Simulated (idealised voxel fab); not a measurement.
process module | voxel transistor to metal
Each square cell in cross-section cut measures 5 nm, and the section as a whole is 190 nm wide.
A cross-section in this document is a grid of square cells, and it is written down as bands, the top band listed before the ones below it; a band is made up of one or more rows of cells.
Quick guide to a band line: top height, bottom height (nm) up front; then every material left to right with its width in nm. Only one material and it's marked "full width"? Then it fills the band edge to edge. And "empty" just means empty space.
Beneath 0, the wafer as received is one material, and that level is where height counting begins. The lowest band goes on downward without a bottom; it is written like "top 0, no bottom".
The width entry "30->40" should be interpreted row by row: the top row of cells in the band takes the first number, the bottom row takes the second number, and the change between adjacent rows is uniform throughout.
Reading "all unchanged" for a step: not a cell of the cross-section changed in it.
So "Closed-off voids" is basically the list of trapped voids: any empty space of 8 cells or more that can't reach the top through an opening. They're written width x height at distance, the distance being from the left edge, and it's all nm.
Post-settings text on a step line: simulator's own remark regarding the step.
"overlay nm" answers the question of how far to the right of plan the mask lay on a step that has a mask, and when it is negative the answer is to the left.
**The steps planned for the process are as follows**
1: op RECEIVE | material Si
2: op OXIDIZE | depth nm 5
3: op CONFORMAL_DEP | material SiN | thk nm 15
4: op MASKED_ETCH | tone cover | mask id ACTIVE | width nm 105 | etch materials SiN | depth nm 15 | overlay nm 0
5: op MASKED_ETCH | tone cover | mask id ACTIVE | width nm 105 | etch materials SiO2 | depth nm 5 | overlay nm 0
6: op MASKED_ETCH | tone cover | mask id ACTIVE | width nm 105 | etch materials Si | depth nm 30 | overlay nm 0
7: op OXIDIZE | depth nm 5
8: op FILL_DEP | material SiO2 | thk nm 10
9: op CMP | height nm 15
10: op SELECTIVE_ETCH | etch materials SiO2 | depth nm 5
11: op STRIP | etch materials SiN
12: op SELECTIVE_ETCH | etch materials SiO2 | depth nm 5
13: op OXIDIZE | depth nm 5
14: op DIRECTIONAL_DEP | material polySi | thk nm 20
15: op DIRECTIONAL_DEP | material SiCN | thk nm 10
16: op MASKED_ETCH | tone cover | mask id GATE | width nm 15 | etch materials SiCN | depth nm 20 | overlay nm 0
17: op MASKED_ETCH | tone cover | mask id GATE | width nm 15 | etch materials polySi | depth nm 30 | overlay nm 0
18: op CONFORMAL_DEP | material SiO2 | thk nm 5
19: op DIRECTIONAL_ETCH | etch materials SiO2 | depth nm 5
20: op CONFORMAL_DEP | material SiN | thk nm 5
21: op DIRECTIONAL_ETCH | etch materials SiN | depth nm 5
22: op DIRECTIONAL_ETCH | etch materials SiO2 | depth nm 5
23: op DIRECTIONAL_ETCH | etch materials Si | depth nm 15
24: op EPI | material nSi | thk nm 15
25: op FILL_DEP | material SiO2 | thk nm 10
26: op CMP | height nm 25
27: op DIRECTIONAL_DEP | material SiO2 | thk nm 10
28: op DIRECTIONAL_DEP | material aC | thk nm 10
29: op PATTERN | tone open | mask id CONTACT | material resist | width nm 30 | pitch nm 55 | thk nm 30 | overlay nm 0
30: op DIRECTIONAL_ETCH | etch materials aC | depth nm 10
31: op STRIP | etch materials resist
32: op DIRECTIONAL_ETCH | etch materials SiO2 | depth nm 45
33: op STRIP | etch materials aC
34: op CONFORMAL_DEP | material TiN | thk nm 5
35: op FILL_DEP | material W | thk nm 10
36: op CMP | height nm 35
37: op DIRECTIONAL_DEP | material TiN | thk nm 5
38: op DIRECTIONAL_DEP | material Ru | thk nm 15
39: op PATTERN | tone cover | mask id METAL_1 | material resist | width nm 15 | pitch nm 70 | thk nm 20 | overlay nm 0
40: op DIRECTIONAL_ETCH | etch materials Ru | depth nm 15
41: op DIRECTIONAL_ETCH | etch materials TiN | depth nm 5
42: op STRIP | etch materials resist
43: op CONFORMAL_DEP | material SiN | thk nm 5
44: op FILL_DEP | material SiO2 | thk nm 5
45: op CMP | height nm 55
46: op CONFORMAL_DEP | material SiCN | thk nm 5
47: op DIRECTIONAL_DEP | material SiO2 | thk nm 30
48: op DIRECTIONAL_DEP | material aC | thk nm 15
49: op PATTERN | tone open | mask id METAL_2 | material resist | width nm 15 | pitch nm 70 | thk nm 30 | overlay nm 0
50: op DIRECTIONAL_ETCH | etch materials aC | depth nm 15
51: op STRIP | etch materials resist
52: op DIRECTIONAL_ETCH | etch materials SiO2 | depth nm 20
53: op STRIP | etch materials aC
54: op MASKED_ETCH | tone open | mask id METAL_2_HOLES | width nm 15 | pitch nm 70 | etch materials SiO2 | depth nm 10 | overlay nm 0
55: op MASKED_ETCH | tone open | mask id METAL_2_HOLES | width nm 15 | pitch nm 70 | etch materials SiCN | depth nm 5 | overlay nm 0
56: op CONFORMAL_DEP | material TiN | thk nm 5
57: op FILL_DEP | material Cu | thk nm 5
58: op CMP | height nm 90
59: op CONFORMAL_DEP | material SiCN | thk nm 5
The plan shows the width nm of step 17 as the first wafer had it; this setting differs between the wafers, which start out alike.
**Cross-section of the first of several wafers on receipt, reflecting completion of step 1**
* top 0, no bottom | Si full width
* Closed-off voids: none
**End of the module, past its last step, step 59: how the first of several wafers looks in cross-section**
* top 95, bottom 90 | SiCN full width
* top 90, bottom 60 | 50 of SiO2; 5 of TiN; 5 of Cu; 5 of TiN; 55 of SiO2; 5 of TiN; 5 of Cu; 5 of TiN; 55 of SiO2
* top 60, bottom 55 | 50 of SiCN; 15 of TiN; 55 of SiCN; 15 of TiN; 55 of SiCN
* top 55, bottom 40 | 45 of SiO2; 5 of SiN; 15 of Ru; 5 of SiN; 45 of SiO2; 5 of SiN; 15 of Ru; 5 of SiN; 50 of SiO2
* top 40, bottom 35 | 50 of SiN; 15 of TiN; 55 of SiN; 15 of TiN; 55 of SiN
* top 35, bottom 25 | 50 of SiO2; 5 of TiN; 20->15 of W; 5->10 of TiN; 25 of SiO2; 5->10 of TiN; 20->15 of W; 5 of TiN; 55 of SiO2
* top 25, bottom 15 | 50 of SiO2; 5 of TiN; 15 of W; 5 of TiN; 5 of SiN; 5 of SiO2; 15 of SiCN; 5 of SiO2; 5 of SiN; 5 of TiN; 15 of W; 5 of TiN; 55 of SiO2
* top 15, bottom 10 | 50 of SiO2; 5 of TiN; 15 of W; 5 of TiN; 5 of SiN; 5 of SiO2; 15 of polySi; 5 of SiO2; 5 of SiN; 5 of TiN; 15 of W; 5 of TiN; 55 of SiO2
* top 10, bottom 5 | 50 of SiO2; 25 of TiN; 5 of SiN; 5 of SiO2; 15 of polySi; 5 of SiO2; 5 of SiN; 25 of TiN; 55 of SiO2
* top 5, bottom -5 | 40 of SiO2; 5 of SiN; 5 of SiO2; 10 of TiN; 15 of nSi; 5 of SiN; 5 of SiO2; 15 of polySi; 5 of SiO2; 5 of SiN; 15 of nSi; 10 of TiN; 5 of SiO2; 5 of SiN; 45 of SiO2
* top -5, bottom -10 | 50 of SiO2; 10 of TiN; 15 of nSi; 35 of SiO2; 15 of nSi; 10 of TiN; 55 of SiO2
* top -10, bottom -25 | 45 of SiO2; 30 of nSi; 35 of Si; 30 of nSi; 50 of SiO2
* top -25, bottom -40 | 45 of SiO2; 95 of Si; 50 of SiO2
* top -40, no bottom | Si full width
* Closed-off voids: none
**Final wafer cross-section at module end**
* top 95, bottom 90 | SiCN full width
* top 90, bottom 60 | 50 of SiO2; 5 of TiN; 5 of Cu; 5 of TiN; 55 of SiO2; 5 of TiN; 5 of Cu; 5 of TiN; 55 of SiO2
* top 60, bottom 55 | 50 of SiCN; 15 of TiN; 55 of SiCN; 15 of TiN; 55 of SiCN
* top 55, bottom 40 | 45 of SiO2; 5 of SiN; 15 of Ru; 5 of SiN; 45 of SiO2; 5 of SiN; 15 of Ru; 5 of SiN; 50 of SiO2
* top 40, bottom 35 | 50 of SiN; 15 of TiN; 55 of SiN; 15 of TiN; 55 of SiN
* top 35, bottom 25 | 50 of SiO2; 5 of TiN; 20->15 of W; 5->10 of TiN; 25 of SiO2; 5->10 of TiN; 20->15 of W; 5 of TiN; 55 of SiO2
* top 25, bottom 15 | 50 of SiO2; 5 of TiN; 15->10 of W; 5->10 of TiN; 5 of SiN; 5 of SiO2; 15 of SiCN; 5 of SiO2; 5 of SiN; 5->10 of TiN; 15->10 of W; 5 of TiN; 55 of SiO2
* top 15, bottom 10 | 50 of SiO2; 5 of TiN; 10 of W; 5 of TiN; 5 of SiN; 5 of SiO2; 25 of polySi; 5 of SiO2; 5 of SiN; 5 of TiN; 10 of W; 5 of TiN; 55 of SiO2
* top 10, bottom 5 | 50 of SiO2; 20 of TiN; 5 of SiN; 5 of SiO2; 25 of polySi; 5 of SiO2; 5 of SiN; 20 of TiN; 55 of SiO2
* top 5, bottom -5 | 40 of SiO2; 5 of SiN; 5 of SiO2; 5 of TiN; 15 of nSi; 5 of SiN; 5 of SiO2; 25 of polySi; 5 of SiO2; 5 of SiN; 15 of nSi; 5 of TiN; 5 of SiO2; 5 of SiN; 45 of SiO2
* top -5, bottom -10 | 50 of SiO2; 5 of TiN; 15 of nSi; 45 of SiO2; 15 of nSi; 5 of TiN; 55 of SiO2
* top -10, bottom -25 | 45 of SiO2; 25 of nSi; 45 of Si; 25 of nSi; 50 of SiO2
* top -25, bottom -40 | 45 of SiO2; 95 of Si; 50 of SiO2
* top -40, no bottom | Si full width
* Closed-off voids: none
**Quick key for the table: a row per wafer, taken at the end of the module. For each material it tells you how many cells the wafer gained (+) or lost (-) since it came in, and the closed voids come after**
width nm 15; +12 Cu; +18 Ru; -226 Si; +76 SiCN; +60 SiN; +604 SiO2; +80 TiN; +32 W; +54 nSi; +12 polySi; Closed-off voids: none
width nm 20; +12 Cu; +18 Ru; -223 Si; +76 SiCN; +60 SiN; +605 SiO2; +77 TiN; +30 W; +51 nSi; +16 polySi; Closed-off voids: none
width nm 25; +12 Cu; +18 Ru; -220 Si; +76 SiCN; +60 SiN; +606 SiO2; +74 TiN; +28 W; +48 nSi; +20 polySi; Closed-off voids: none
